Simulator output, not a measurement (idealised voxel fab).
You're looking at the process module voxel ribs on slabs.
Cross-section cut spans 290 nm and uses square cells 5 nm in size.
In what follows, cross-sections appear as grids of square cells, described through bands that run from the top down, where every band is one or more rows of cells. Heights first: top, then bottom, in nm. Then materials, left to right, each with a width in nm. "edge to edge" on a single material: fills the band edge to edge. "air": empty space. Height is counted from the level 0, under which the received wafer is composed throughout of one material. The lowest of the bands is not closed at the bottom but continues downward, in the notation "top 0, no bottom". The notation "30..40" denotes a width that varies across the rows of cells in the band, beginning at the first number in the top row, finishing at the second number in the bottom row, and changing by an identical amount from each row to the next. Given "nothing altered" for a step, no cell of the cross-section differs between before and after that step. Any empty space of 8 cells or more lacking an open way to the top shows up in "Enclosed void list" as width x height at distance, distance from the left edge, in nm. Whatever follows a step's settings on its line is a remark the simulator itself makes about that step. Each step line may optionally specify "overlay nm", which for a step with a mask gives the rightward distance between the mask's planned place and where it lay, a negative value indicating the leftward direction.
### Process steps - plan
1 op RECEIVE | material Si
2 op DIRECTIONAL_DEP | material SiO2 | thk nm 25
3 op DIRECTIONAL_DEP | material polySi | thk nm 25
4 op PATTERN | tone cover | mask id RIB | material resist | width nm 30 | thk nm 20 | overlay nm 0
5 op DIRECTIONAL_ETCH | etch materials polySi | depth nm 10
6 op STRIP | etch materials resist
7 op MASKED_ETCH | tone cover | mask id SLAB | width nm 90 | etch materials polySi | depth nm 15 | overlay nm 0
8 op FILL_DEP | material SiO2 | thk nm 25
9 op CMP | height nm 70
10 op DIRECTIONAL_DEP | material TiN | thk nm 5
11 op MASKED_ETCH | tone cover | mask id HEATER | width nm 40 | etch materials TiN | depth nm 5 | overlay nm 0
12 op CONFORMAL_DEP | material SiO2 | thk nm 5
### Incoming wafer, cross-sectional view, post step 1
    top 0, no bottom  Si edge to edge
    Enclosed void list: none
### Result of the module, cross-sectioned: start per above, plan per above, one error in how it was run
    top 80, bottom 75  120 of air, 50 of SiO2, 120 of air
    top 75, bottom 70  125 of SiO2, 40 of TiN, 125 of SiO2
    top 70, bottom 25  polySi edge to edge
    top 25, bottom 0  SiO2 edge to edge
    top 0, no bottom  Si edge to edge
    Enclosed void list: none
Deviation noted in wafer processing: so step 8 ended up running with a different setting than we planned, it ran as op FILL_DEP | material polySi | thk nm 25
